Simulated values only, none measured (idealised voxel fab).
The process module that follows is named voxel capacitor over wiring.
Each square cell in cross-section cut measures 5 nm, and the section as a whole is 175 nm wide.
For the purposes of this document, a cross-section shall be understood as a grid of square cells, specified as bands listed in top-to-bottom order, each band consisting of one or more rows of cells.
Top height, bottom height, nm. Materials left to right, width each, nm. Single material + "all across" = fills band edge to edge. "air" = empty.
Height 0 is the level under which the wafer as received is all one material. The lowest band goes on downwards, as in "from 0 down".
The expression "30..40" gives the width at the extremes of the band, the first number at its top row of cells and the second at its bottom row, with the width changing by equal amounts from each row to the next in between.
"remained the same" (step): cross-section cells unchanged, all of them.
If an empty space has no open way to the top and is at least 8 cells in size, "Cavities, closed" lists it, written width x height at distance, where distance is measured from the left edge and every value is in nm.
Whatever follows a step's settings on its line is a remark the simulator itself makes about that step.
The line of a step may include "overlay nm". On a step with a mask, this value is how far to the right of its planned place the mask lay. A negative value means the mask lay to the left.

[Set out below are the planned steps of the process]
1 RECEIVE,material Si
2 CONFORMAL_DEP,material SiO2,thk nm 10
3 CONFORMAL_DEP,material SiCN,thk nm 5
4 DIRECTIONAL_DEP,material lowk,thk nm 15
5 PATTERN,tone open,mask id METAL_1,material resist,width nm 20,pitch nm 90,thk nm 15,overlay nm 0
6 DIRECTIONAL_ETCH,etch materials lowk,depth nm 15
7 DIRECTIONAL_ETCH,etch materials SiCN,depth nm 5
8 STRIP,etch materials resist
9 CONFORMAL_DEP,material TiN,thk nm 5
10 FILL_DEP,material Cu,thk nm 5
11 CMP,height nm 30
12 EPI,material Ru,thk nm 5
13 FILL_DEP,material SiCN,thk nm 5
14 DIRECTIONAL_DEP,material lowk,thk nm 15
15 DIRECTIONAL_DEP,material aC,thk nm 10
16 PATTERN,tone open,mask id PLUG_1,material resist,width nm 15,thk nm 25,overlay nm 0
17 DIRECTIONAL_ETCH,etch materials aC,depth nm 10
18 STRIP,etch materials resist
19 DIRECTIONAL_ETCH,etch materials lowk,depth nm 15
20 DIRECTIONAL_ETCH,etch materials SiCN,depth nm 5
21 STRIP,etch materials aC
22 CONFORMAL_DEP,material TiN,thk nm 5
23 FILL_DEP,material Ru,thk nm 5
24 CMP,height nm 55
25 DIRECTIONAL_DEP,material TiN,thk nm 5
26 DIRECTIONAL_DEP,material Al2O3,thk nm 5
27 DIRECTIONAL_DEP,material TiN,thk nm 10
28 MASKED_ETCH,tone cover,mask id UPPER_PLATE,width nm 75,etch materials TiN,depth nm 10,overlay nm 0
29 MASKED_ETCH,tone cover,mask id UPPER_PLATE,width nm 75,etch materials Al2O3,depth nm 5,overlay nm 0
30 MASKED_ETCH,tone cover,mask id LOWER_PLATE,width nm 85,etch materials TiN,depth nm 5,overlay nm 0
31 FILL_DEP,material SiO2,thk nm 20
32 CMP,height nm 90
33 MASKED_ETCH,tone open,mask id PLUG_2,width nm 15,etch materials SiO2,depth nm 15,overlay nm 0
34 CONFORMAL_DEP,material TiN,thk nm 5
35 FILL_DEP,material W,thk nm 10
36 CMP,height nm 90
37 CONFORMAL_DEP,material SiN,thk nm 5

[This is the cross-section of the wafer as we received it, i.e. after step 1]
  from 0 down = Si all across
  Cavities, closed: none

[Post-module cross-section of the first of two wafers (run per plan)]
  from 95 to 90 = SiN all across
  from 90 to 80 = 45 SiO2 | 5 TiN | 5 W | 5 TiN | 115 SiO2
  from 80 to 75 = 45 SiO2 | 15 TiN | 115 SiO2
  from 75 to 65 = 35 SiO2 | 75 TiN | 65 SiO2
  from 65 to 60 = 35 SiO2 | 75 Al2O3 | 65 SiO2
  from 60 to 55 = 30 SiO2 | 85 TiN | 60 SiO2
  from 55 to 40 = 35 lowk | 5 TiN | 5 Ru | 5 TiN | 125 lowk
  from 40 to 35 = 35 SiCN | 15 TiN | 125 SiCN
  from 35 to 30 = 25 SiCN | 30 Ru | 60 SiCN | 30 Ru | 30 SiCN
  from 30 to 15 = 30 lowk | 5 TiN | 10 Cu | 5 TiN | 70 lowk | 5 TiN | 10 Cu | 5 TiN | 35 lowk
  from 15 to 10 = 30 SiCN | 20 TiN | 70 SiCN | 20 TiN | 35 SiCN
  from 10 to 0 = SiO2 all across
  from 0 down = Si all across
  Cavities, closed: none

[Cross-section, wafer two of two, end of module: same start and plan as wafer one, one error in execution]
  from 95 to 90 = SiN all across
  from 90 to 80 = 45 SiO2 | 5 TiN | 5 W | 5 TiN | 115 SiO2
  from 80 to 75 = 45 SiO2 | 15 TiN | 115 SiO2
  from 75 to 65 = 35 SiO2 | 75 TiN | 65 SiO2
  from 65 to 60 = 35 SiO2 | 75 Al2O3 | 65 SiO2
  from 60 to 55 = 30 SiO2 | 85 TiN | 60 SiO2
  from 55 to 40 = 35 lowk | 5 TiN | 5 Ru | 5 TiN | 125 lowk
  from 40 to 35 = 35 SiCN | 15 TiN | 125 SiCN
  from 35 to 30 = 25 SiCN | 30 Ru | 60 SiCN | 30 Ru | 30 SiCN
  from 30 to 20 = 30 lowk | 5 TiN | 10 Cu | 5 TiN | 70 lowk | 5 TiN | 10 Cu | 5 TiN | 35 lowk
  from 20 to 15 = 30 lowk | 20 TiN | 70 lowk | 20 TiN | 35 lowk
  from 15 to 5 = SiO2 all across
  from 5 to 0 = SiCN all across
  from 0 down = Si all across
  Cavities, closed: none
Misprocessing identified: steps 2 and 3: order swapped relative to plan
Once processing is complete, comparing cell counts shows that the second wafer has more or fewer of certain materials than the first: Cu -4 | SiCN +8 | TiN -4
